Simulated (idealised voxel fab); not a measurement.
process module | voxel wiring stack
cross-section cut | 155 nm wide | cells 5 nm
A cross-section is a grid of square cells, given in bands from the top down. A band is one or more rows of cells.
Each band's line starts with the height of the band's top and of its bottom, in nm. Then come its materials from left to right, each with its width in nm. One material with "throughout" fills the band from edge to edge. "air" is empty space.
Height 0 is the level under which the wafer as received is all one material. The lowest band goes on downwards, as in "0 down".
A width such as "30 to 40" changes by the same amount from each row of cells to the next, from the band's top row to its bottom row.
"no change" after a step means that no cell of the cross-section changed.
closed voids: empty space of 8 cells or more with no open way to the top, each as width x height at its distance from the left edge, in nm
after a step's settings: what the simulator itself notes on the step
overlay nm, on a step with a mask: how far to the right of its planned place the mask lay; to the left if negative
Each pair below shows a cross-section before one step and the cross-section after it, down to the lowest band that changed. The line under each pair gives the step between them, with its settings. The pairs can come from different runs of this module on the same starting wafer, so a pair continues from the pair above only where its "before" says so.
before
  80 to 60: SiO2 40 | air 20 | SiO2 30 | air 20 | SiO2 45
  60 to 45: SiO2 throughout
  45 to 40: SiCN throughout
  40 to 20: lowk 35 | SiCN 5 | W 20 | SiCN 5 | lowk 20 | SiCN 5 | W 20 | SiCN 5 | lowk 40
  20 to 15: SiCN 40 | TiN 20 | SiCN 30 | TiN 20 | SiCN 45
  15 to 0: SiO2 throughout
  0 down: Si throughout
  closed voids: none
after
  100 to 80: resist 35 | air 15 | resist 105
  80 to 60: SiO2 40 | air 10 | resist 10 | SiO2 30 | resist 20 | SiO2 45
  below 60: unchanged
  closed voids: none
the step between: op PATTERN | tone open | mask id METAL_2_HOLES | material resist | width nm 15 | thk nm 20 | overlay nm -5
before: the cross-section after the pair above
after
  100 to 80: resist 35 | air 15 | resist 105
  80 to 65: SiO2 35 | air 15 | resist 10 | SiO2 30 | resist 20 | SiO2 45
  65 to 60: SiO2 40 | air 10 | resist 10 | SiO2 30 | resist 20 | SiO2 45
  60 to 45: SiO2 40 | air 10 | SiO2 105
  below 45: unchanged
  closed voids: none
the step between: op DIRECTIONAL_ETCH | etch materials SiO2 | depth nm 15
before: the cross-section after the pair above
after
  100 to 80: resist 35 | air 15 | resist 105
  80 to 65: SiO2 35 | air 15 | resist 10 | SiO2 30 | resist 20 | SiO2 45
  65 to 60: SiO2 40 | air 10 | resist 10 | SiO2 30 | resist 20 | SiO2 45
  60 to 45: SiO2 40 | air 10 | SiO2 105
  45 to 40: SiCN 40 | air 10 | SiCN 105
  below 40: unchanged
  closed voids: none
the step between: op DIRECTIONAL_ETCH | etch materials SiCN | depth nm 5
before: the cross-section after the pair above
after
  80 to 65: SiO2 35 | air 25 | SiO2 30 | air 20 | SiO2 45
  65 to 60: SiO2 40 | air 20 | SiO2 30 | air 20 | SiO2 45
  below 60: unchanged
  closed voids: none
the step between: op STRIP | etch materials resist
before: the cross-section after the pair above
after
  85 to 80: TiN 40 | air 15 | TiN 40 | air 10 | TiN 50
  80 to 70: SiO2 35 | TiN 5 | air 15 | TiN 5 | SiO2 30 | TiN 5 | air 10 | TiN 5 | SiO2 45
  70 to 65: SiO2 35 | TiN 10 | air 10 | TiN 5 | SiO2 30 | TiN 5 | air 10 | TiN 5 | SiO2 45
  65 to 60: SiO2 40 | TiN 20 | SiO2 30 | TiN 20 | SiO2 45
  60 to 45: SiO2 40 | TiN 10 | SiO2 105
  45 to 40: SiCN 40 | TiN 10 | SiCN 105
  below 40: unchanged
  closed voids: none
the step between: op CONFORMAL_DEP | material TiN | thk nm 5
before: the cross-section after the pair above
after
  95 to 85: Cu throughout
  85 to 80: TiN 40 | Cu 15 | TiN 40 | Cu 10 | TiN 50
  80 to 70: SiO2 35 | TiN 5 | Cu 15 | TiN 5 | SiO2 30 | TiN 5 | Cu 10 | TiN 5 | SiO2 45
  70 to 65: SiO2 35 | TiN 10 | Cu 10 | TiN 5 | SiO2 30 | TiN 5 | Cu 10 | TiN 5 | SiO2 45
  below 65: unchanged
  closed voids: none
the step between: op FILL_DEP | material Cu | thk nm 10
before: the cross-section after the pair above
after
  80 to 70: SiO2 35 | TiN 5 | Cu 15 | TiN 5 | SiO2 30 | TiN 5 | Cu 10 | TiN 5 | SiO2 45
  below 70: unchanged
  closed voids: none
the step between: op CMP | height nm 80
before: the cross-section after the pair above
after
  85 to 80: SiN throughout
  below 80: unchanged
  closed voids: none
the step between: op CONFORMAL_DEP | material SiN | thk nm 5
before
  80 to 65: SiO2 40 | TiN 5 | Cu 10 | TiN 5 | SiO2 30 | TiN 5 | Cu 10 | TiN 5 | SiO2 45
  65 to 60: SiO2 40 | TiN 5 | Cu 5 | TiN 10 | SiO2 30 | TiN 20 | SiO2 45
  60 to 45: SiO2 40 | TiN 5 | Cu 5 | TiN 5 | SiO2 100
  45 to 40: SiCN 40 | TiN 15 | SiCN 100
  40 to 20: lowk 35 | SiCN 5 | W 20 | SiCN 5 | lowk 20 | SiCN 5 | W 20 | SiCN 5 | lowk 40
  20 to 15: SiCN 40 | TiN 20 | SiCN 30 | TiN 20 | SiCN 45
  15 to 0: SiO2 throughout
  0 down: Si throughout
  closed voids: none
after
  85 to 80: SiO2 throughout
  below 80: unchanged
  closed voids: none
the step between: op CONFORMAL_DEP | material SiO2 | thk nm 5
before
  40 to 20: W throughout
  20 to 15: TiN throughout
  15 to 0: SiO2 throughout
  0 down: Si throughout
  closed voids: none
after
  60 to 40: resist 40 | air 20 | resist 30 | air 20 | resist 45
  below 40: unchanged
  closed voids: none
the step between: op PATTERN | tone open | mask id METAL_1 | material resist | width nm 20 | pitch nm 50 | thk nm 20 | overlay nm 0
before: the cross-section after the pair above
after
  60 to 40: resist 40 | air 20 | resist 30 | air 20 | resist 45
  40 to 20: W 40 | air 20 | W 30 | air 20 | W 45
  below 20: unchanged
  closed voids: none
the step between: op DIRECTIONAL_ETCH | etch materials W | depth nm 20
before: the cross-section after the pair above
after
  60 to 40: resist 40 | air 20 | resist 30 | air 20 | resist 45
  40 to 20: W 40 | air 20 | W 30 | air 20 | W 45
  20 to 15: TiN 40 | air 20 | TiN 30 | air 20 | TiN 45
  below 15: unchanged
  closed voids: none
the step between: op DIRECTIONAL_ETCH | etch materials TiN | depth nm 5
before: the cross-section after the pair above
after
  40 to 20: W 40 | air 20 | W 30 | air 20 | W 45
  below 20: unchanged
  closed voids: none
the step between: op STRIP | etch materials resist
before: the cross-section after the pair above
after
  45 to 40: SiCN 45 | air 10 | SiCN 40 | air 10 | SiCN 50
  40 to 20: W 40 | SiCN 5 | air 10 | SiCN 5 | W 30 | SiCN 5 | air 10 | SiCN 5 | W 45
  20 to 15: TiN 40 | SiCN 20 | TiN 30 | SiCN 20 | TiN 45
  below 15: unchanged
  closed voids: none
the step between: op CONFORMAL_DEP | material SiCN | thk nm 5
before: the cross-section after the pair above
after
  55 to 45: lowk throughout
  45 to 40: SiCN 45 | lowk 10 | SiCN 40 | lowk 10 | SiCN 50
  40 to 20: W 40 | SiCN 5 | lowk 10 | SiCN 5 | W 30 | SiCN 5 | lowk 10 | SiCN 5 | W 45
  below 20: unchanged
  closed voids: none
the step between: op FILL_DEP | material lowk | thk nm 10
before: the cross-section after the pair above
after
  40 to 20: W 40 | SiCN 5 | lowk 10 | SiCN 5 | W 30 | SiCN 5 | lowk 10 | SiCN 5 | W 45
  below 20: unchanged
  closed voids: none
the step between: op CMP | height nm 40
before: the cross-section after the pair above
after
  45 to 40: SiCN throughout
  below 40: unchanged
  closed voids: none
the step between: op CONFORMAL_DEP | material SiCN | thk nm 5
before: the cross-section after the pair above
after
  80 to 45: SiO2 throughout
  below 45: unchanged
  closed voids: none
the step between: op DIRECTIONAL_DEP | material SiO2 | thk nm 35
before: the cross-section after the pair above
after
  90 to 80: aC throughout
  below 80: unchanged
  closed voids: none
the step between: op DIRECTIONAL_DEP | material aC | thk nm 10
before: the cross-section after the pair above
after
  115 to 90: resist 40 | air 20 | resist 30 | air 20 | resist 45
  below 90: unchanged
  closed voids: none
the step between: op PATTERN | tone open | mask id METAL_2 | material resist | width nm 20 | pitch nm 50 | thk nm 25 | overlay nm 0
before: the cross-section after the pair above
after
  105 to 90: resist 40 | air 20 | resist 30 | air 20 | resist 45
  90 to 80: aC 40 | air 20 | aC 30 | air 20 | aC 45
  below 80: unchanged
  closed voids: none
the step between: op DIRECTIONAL_ETCH | etch materials aC | depth nm 10
before: the cross-section after the pair above
after
  90 to 80: aC 40 | air 20 | aC 30 | air 20 | aC 45
  below 80: unchanged
  closed voids: none
the step between: op STRIP | etch materials resist
before: the cross-section after the pair above
after
  90 to 80: aC 40 | air 20 | aC 30 | air 20 | aC 45
  80 to 60: SiO2 40 | air 20 | SiO2 30 | air 20 | SiO2 45
  below 60: unchanged
  closed voids: none
the step between: op DIRECTIONAL_ETCH | etch materials SiO2 | depth nm 20
before: the cross-section after the pair above
after
  80 to 60: SiO2 40 | air 20 | SiO2 30 | air 20 | SiO2 45
  below 60: unchanged
  closed voids: none
the step between: op STRIP | etch materials aC
before: the cross-section after the pair above
after
  100 to 80: resist 40 | air 15 | resist 100
  80 to 60: SiO2 40 | air 15 | resist 5 | SiO2 30 | resist 20 | SiO2 45
  below 60: unchanged
  closed voids: none
the step between: op PATTERN | tone open | mask id METAL_2_HOLES | material resist | width nm 15 | thk nm 20 | overlay nm 0
before: the cross-section after the pair above
after
  100 to 80: resist 40 | air 15 | resist 100
  80 to 60: SiO2 40 | air 15 | resist 5 | SiO2 30 | resist 20 | SiO2 45
  60 to 45: SiO2 40 | air 15 | SiO2 100
  below 45: unchanged
  closed voids: none
the step between: op DIRECTIONAL_ETCH | etch materials SiO2 | depth nm 15
before: the cross-section after the pair above
after
  100 to 80: resist 40 | air 15 | resist 100
  80 to 60: SiO2 40 | air 15 | resist 5 | SiO2 30 | resist 20 | SiO2 45
  60 to 45: SiO2 40 | air 15 | SiO2 100
  45 to 40: SiCN 40 | air 15 | SiCN 100
  below 40: unchanged
  closed voids: none
the step between: op DIRECTIONAL_ETCH | etch materials SiCN | depth nm 5
before: the cross-section after the pair above
after
  80 to 60: SiO2 40 | air 20 | SiO2 30 | air 20 | SiO2 45
  below 60: unchanged
  closed voids: none
the step between: op STRIP | etch materials resist
before: the cross-section after the pair above
after
  85 to 80: TiN 45 | air 10 | TiN 40 | air 10 | TiN 50
  80 to 65: SiO2 40 | TiN 5 | air 10 | TiN 5 | SiO2 30 | TiN 5 | air 10 | TiN 5 | SiO2 45
  65 to 60: SiO2 40 | TiN 5 | air 5 | TiN 10 | SiO2 30 | TiN 20 | SiO2 45
  60 to 45: SiO2 40 | TiN 5 | air 5 | TiN 5 | SiO2 100
  45 to 40: SiCN 40 | TiN 15 | SiCN 100
  below 40: unchanged
  closed voids: none
the step between: op CONFORMAL_DEP | material TiN | thk nm 5
before: the cross-section after the pair above
after
  95 to 85: Cu throughout
  85 to 80: TiN 45 | Cu 10 | TiN 40 | Cu 10 | TiN 50
  80 to 65: SiO2 40 | TiN 5 | Cu 10 | TiN 5 | SiO2 30 | TiN 5 | Cu 10 | TiN 5 | SiO2 45
  65 to 60: SiO2 40 | TiN 5 | Cu 5 | TiN 10 | SiO2 30 | TiN 20 | SiO2 45
  60 to 45: SiO2 40 | TiN 5 | Cu 5 | TiN 5 | SiO2 100
  below 45: unchanged
  closed voids: none
the step between: op FILL_DEP | material Cu | thk nm 10
before: the cross-section after the pair above
after
  80 to 65: SiO2 40 | TiN 5 | Cu 10 | TiN 5 | SiO2 30 | TiN 5 | Cu 10 | TiN 5 | SiO2 45
  below 65: unchanged
  closed voids: none
the step between: op CMP | height nm 80
before: the cross-section after the pair above
after
  85 to 80: SiN throughout
  below 80: unchanged
  closed voids: none
the step between: op CONFORMAL_DEP | material SiN | thk nm 5
